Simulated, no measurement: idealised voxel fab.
The document below concerns the process module designated voxel released beams.
Section shown: cut. Width: 260 nm. Cell size: 5 nm, square.
Cross-sections here: square-cell grids, written as top-down lists of bands, a band being one or more rows of cells. Read a band's entry like this: the first values are the height of its top and the height of its bottom in nm, and what follows is the sequence of materials from left to right, each with its width in nm. Note that "blank" is empty space, and that a single material marked "everywhere" reaches across the band from edge to edge. A quick word on heights: they are counted from 0, and under that level the wafer as it came to us is one material throughout. The lowest band is different from the rest in having no bottom; it simply continues downward, written as in "z 0 and below". The expression "30 to 40" gives the width at the extremes of the band, the first number at its top row of cells and the second at its bottom row, with the width changing by equal amounts from each row to the next in between. Step note "no alteration" = no cross-section cell changed. "Unvented internal voids": sealed empty spaces, 8 cells or more, no open way to top, listed width x height at distance, with distance from the left edge and width, height and distance in nm. Note: text after step settings on the step line = simulator remark on that step. On any step carrying a mask, the "overlay nm" setting, if present on the step's line, tells how far right of its planned place the mask lay; negative values point to the left.

Intended process steps
step 1: RECEIVE,material Si
step 2: CONFORMAL_DEP,material Al2O3,thk nm 10
step 3: DIRECTIONAL_DEP,material SiO2,thk nm 20
step 4: MASKED_ETCH,tone open,mask id ANCHOR,width nm 45,etch materials SiO2,depth nm 20,overlay nm -15
step 5: CONFORMAL_DEP,material W,thk nm 15
step 6: MASKED_ETCH,tone cover,mask id BEAM,width nm 95,etch materials W,depth nm 15,overlay nm 0
step 7: STRIP,etch materials SiO2
Same starting wafers, different overlay nm at step 4. Plan value belongs to the first wafer.

Cross-section: the first of several wafers in its as-received state, i.e. following step 1
	z 0 and below  Si everywhere
	Unvented internal voids: none

Wafer cross-section (first of several) - module end, post step 7 (last step)
	z 45 to 30  blank 80  W 5  blank 15  W 75  blank 85
	z 30 to 25  blank 70  W 15  blank 15  W 15  blank 145
	z 25 to 10  blank 70  W 45  blank 145
	z 10 to 0  Al2O3 everywhere
	z 0 and below  Si everywhere
	Unvented internal voids: none

Cross-sectional view of the final wafer of several at the module's end
	z 45 to 30  blank 80  W 35  blank 15  W 45  blank 85
	z 30 to 25  blank 100  W 15  blank 15  W 15  blank 115
	z 25 to 10  blank 100  W 45  blank 115
	z 10 to 0  Al2O3 everywhere
	z 0 and below  Si everywhere
	Unvented internal voids: none

Gained (+) or lost (-) cells of each material since receipt, then closed voids: one row per wafer, at the end of the module
overlay nm -15; +104 Al2O3; +81 W; Unvented internal voids: none
overlay nm -10; +104 Al2O3; +81 W; Unvented internal voids: none
overlay nm -5; +104 Al2O3; +81 W; Unvented internal voids: none
overlay nm 0; +104 Al2O3; +81 W; Unvented internal voids: none
overlay nm 5; +104 Al2O3; +81 W; Unvented internal voids: none
overlay nm 10; +104 Al2O3; +81 W; Unvented internal voids: none
overlay nm 15; +104 Al2O3; +81 W; Unvented internal voids: none
